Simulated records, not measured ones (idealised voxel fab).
Process module, titled voxel trench capacitor
For reference, the cross-section in this document is cut, with width 285 nm and square cells of 5 nm.
A cross-section is written here as square cells arranged in a grid, and it is given in bands from the top down, each band taking up one or more rows of cells. First you get the band's top height and its bottom height, in nm, and then the materials it's made of, left to right, with each width in nm. If you see a single material with "full width", that one covers the band edge to edge. "blank" is empty space. Heights are measured from 0, the level below which the as-received wafer is all one material; the lowest band has no bottom and continues downward, written as in "0 nm and below". So if you see something like "30..40" for the width, read it as the top row of the band sitting at the first number and the bottom row at the second, with every row in between moving by the same amount as the last. Where a step carries "no alteration", the cross-section came out of it unchanged, cell for cell. Empty spaces without an open route to the top, at least 8 cells in extent, make up the entry "Enclosed void listing"; each is given as width x height at distance, where the distance is measured from the left edge, and all are in nm. It should be noted that, on the line of a given step, the content following the step's settings is a remark produced by the simulator itself with respect to that step. A step's line can hold "overlay nm"; with a mask on that step, the setting says how far right of the planned place the mask lay, while a negative setting says it lay to the left.
-- Here's what the planned process steps look like
step 1: RECEIVE,material Si
step 2: CONFORMAL_DEP,material SiN,thk nm 10
step 3: MASKED_ETCH,tone open,mask id TRENCH,width nm 25,pitch nm 55,etch materials SiN,depth nm 10,overlay nm 0
step 4: MASKED_ETCH,tone open,mask id TRENCH,width nm 25,pitch nm 55,etch materials Si,depth nm 40,overlay nm 0
step 5: CONFORMAL_DEP,material HfO2,thk nm 5
step 6: CONFORMAL_DEP,material TiN,thk nm 5
step 7: FILL_DEP,material W,thk nm 10
step 8: CMP,height nm 10
-- As-received state of the wafer in cross-section, equivalent to post-step 1
	0 nm and below | Si full width
	Enclosed void listing: none
-- Final cross-section, module run with one mistake (start and plan as above)
	10 nm to 0 nm | SiN 100 | HfO2 5 | TiN 5 | HfO2 5 | TiN 5 | HfO2 5 | SiN 30 | HfO2 5 | TiN 5 | HfO2 5 | TiN 5 | HfO2 5 | SiN 105
	0 nm to -30 nm | Si 100 | HfO2 5 | TiN 5 | HfO2 5 | TiN 5 | HfO2 5 | Si 30 | HfO2 5 | TiN 5 | HfO2 5 | TiN 5 | HfO2 5 | Si 105
	-30 nm to -35 nm | Si 100 | HfO2 5 | TiN 15 | HfO2 5 | Si 30 | HfO2 5 | TiN 15 | HfO2 5 | Si 105
	-35 nm to -40 nm | Si 100 | HfO2 25 | Si 30 | HfO2 25 | Si 105
	-40 nm and below | Si full width
	Enclosed void listing: none
Run error: step 7 did not use the planned setting and instead ran as FILL_DEP,material HfO2,thk nm 10
